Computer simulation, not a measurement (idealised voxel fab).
Process module in this document: voxel capacitor over wiring
Cross-section cut: width 195 nm, square cells of 5 nm.
We lay out every cross-section as a grid of square cells and spell it out in bands from the top down, where one band means one or more rows of cells.
Top height, bottom height, nm. Materials left to right, width each, nm. Single material + "everywhere" = fills band edge to edge. "empty" = empty.
A quick word on heights: they are counted from 0, and under that level the wafer as it came to us is one material throughout. The lowest band is different from the rest in having no bottom; it simply continues downward, written as in "0 down".
Width "30 to 40": first value at the band's top row of cells, second value at its bottom row, equal change from row to row.
Given "remains unaltered" for a step, no cell of the cross-section differs between before and after that step.
Under "Trapped void list" you'll find the enclosed gaps, the ones with no way out to the top, that are 8 cells or bigger; each reads width x height at distance, with distance counted from the left edge, everything in nm.
It should be noted that, on the line of a given step, the content following the step's settings is a remark produced by the simulator itself with respect to that step.
What "overlay nm" on a step's line means: if the step has a mask, that mask lay this far to the right of its planned place, or, when the value is negative, to the left.
THE PROCESS STEPS THAT WERE PLANNED ARE LISTED BELOW
| 1 | op RECEIVE | material Si |
| 2 | op CONFORMAL_DEP | material SiO2 | thk nm 10 |
| 3 | op DIRECTIONAL_DEP | material TiN | thk nm 5 |
| 4 | op DIRECTIONAL_DEP | material W | thk nm 25 |
| 5 | op PATTERN | tone cover | mask id METAL_1 | material resist | width nm 25 | pitch nm 90 | thk nm 15 | overlay nm 0 |
| 6 | op DIRECTIONAL_ETCH | etch materials W | depth nm 25 |
| 7 | op DIRECTIONAL_ETCH | etch materials TiN | depth nm 5 |
| 8 | op STRIP | etch materials resist |
| 9 | op CONFORMAL_DEP | material SiN | thk nm 5 |
| 10 | op FILL_DEP | material SiO2 | thk nm 5 |
| 11 | op CMP | height nm 40 |
| 12 | op CONFORMAL_DEP | material SiCN | thk nm 5 |
| 13 | op DIRECTIONAL_DEP | material SiO2 | thk nm 20 |
| 14 | op DIRECTIONAL_DEP | material aC | thk nm 15 |
| 15 | op PATTERN | tone open | mask id PLUG_1 | material resist | width nm 15 | thk nm 35 | overlay nm 0 |
| 16 | op DIRECTIONAL_ETCH | etch materials aC | depth nm 15 |
| 17 | op STRIP | etch materials resist |
| 18 | op DIRECTIONAL_ETCH | etch materials SiO2 | depth nm 20 |
| 19 | op DIRECTIONAL_ETCH | etch materials SiCN | depth nm 5 |
| 20 | op STRIP | etch materials aC |
| 21 | op EPI | material Ru | thk nm 10 |
| 22 | op EPI | material Ru | thk nm 10 |
| 23 | op EPI | material Ru | thk nm 5 |
| 24 | op DIRECTIONAL_DEP | material TiN | thk nm 5 |
| 25 | op DIRECTIONAL_DEP | material Al2O3 | thk nm 5 |
| 26 | op DIRECTIONAL_DEP | material TiN | thk nm 10 |
| 27 | op MASKED_ETCH | tone cover | mask id UPPER_PLATE | width nm 70 | etch materials TiN | depth nm 10 | overlay nm 0 |
| 28 | op MASKED_ETCH | tone cover | mask id UPPER_PLATE | width nm 70 | etch materials Al2O3 | depth nm 5 | overlay nm 0 |
| 29 | op MASKED_ETCH | tone cover | mask id LOWER_PLATE | width nm 80 | etch materials TiN | depth nm 5 | overlay nm 0 |
| 30 | op FILL_DEP | material SiO2 | thk nm 20 |
| 31 | op CMP | height nm 100 |
| 32 | op MASKED_ETCH | tone open | mask id PLUG_2 | width nm 15 | etch materials SiO2 | depth nm 15 | overlay nm 0 |
| 33 | op CONFORMAL_DEP | material TiN | thk nm 5 |
| 34 | op FILL_DEP | material Ru | thk nm 5 |
| 35 | op CMP | height nm 100 |
| 36 | op CONFORMAL_DEP | material SiCN | thk nm 5 |
SO THIS IS THE INCOMING WAFER IN CROSS-SECTION - IT'S ALREADY BEEN THROUGH STEP 1
  0 down: Si everywhere
  Trapped void list: none
POST-MODULE CROSS-SECTION OF THE FIRST OF TWO WAFERS (RUN PER PLAN)
  105 to 100: SiCN everywhere
  100 to 90: SiO2: 60, then TiN: 5, then Ru: 5, then TiN: 5, then SiO2: 120
  90 to 85: SiO2: 60, then TiN: 15, then SiO2: 120
  85 to 75: SiO2: 50, then TiN: 70, then SiO2: 75
  75 to 70: SiO2: 50, then Al2O3: 70, then SiO2: 75
  70 to 65: SiO2: 45, then TiN: 80, then SiO2: 70
  65 to 45: SiO2: 50, then Ru: 15, then SiO2: 130
  45 to 40: SiCN: 50, then Ru: 15, then SiCN: 130
  40 to 15: SiO2: 35, then SiN: 5, then W: 25, then SiN: 5, then SiO2: 55, then SiN: 5, then W: 25, then SiN: 5, then SiO2: 35
  15 to 10: SiN: 40, then TiN: 25, then SiN: 65, then TiN: 25, then SiN: 40
  10 to 0: SiO2 everywhere
  0 down: Si everywhere
  Trapped void list: none
NOW THE SECOND WAFER, CROSS-SECTIONED AT THE END OF THE MODULE. NOTHING DIFFERENT AT THE START, NOTHING DIFFERENT IN THE PLAN COMPARED WITH THE FIRST, JUST ONE MISTAKE WHEN IT WAS ACTUALLY RUN
  105 to 100: SiCN everywhere
  100 to 90: SiO2: 60, then TiN: 5, then Ru: 5, then TiN: 5, then SiO2: 120
  90 to 85: SiO2: 60, then TiN: 15, then SiO2: 120
  85 to 75: SiO2: 65, then TiN: 55, then SiO2: 75
  75 to 70: SiO2: 65, then Al2O3: 55, then SiO2: 75
  70 to 65: SiO2: 45, then TiN: 5, then SiO2: 15, then TiN: 60, then SiO2: 70
  65 to 60: SiO2 everywhere
  60 to 50: SiO2: 50, then TiN: 15, then SiO2: 130
  50 to 45: SiO2: 50, then Al2O3: 15, then SiO2: 130
  45 to 40: SiCN: 50, then TiN: 15, then SiCN: 130
  40 to 35: SiO2: 35, then SiN: 35, then SiO2: 55, then SiN: 35, then SiO2: 35
  35 to 15: SiO2: 35, then SiN: 5, then W: 25, then SiN: 5, then SiO2: 55, then SiN: 5, then W: 25, then SiN: 5, then SiO2: 35
  15 to 10: SiN: 40, then W: 25, then SiN: 65, then W: 25, then SiN: 40
  10 to 0: SiO2 everywhere
  0 down: Si everywhere
  Trapped void list: none
Deviation noted in wafer processing: heads up, step 3 of the plan was skipped and never actually ran
Final cells, second wafer relative to first, materials higher or lower: Ru -15 | SiN +10 | SiO2 +15 | TiN -10
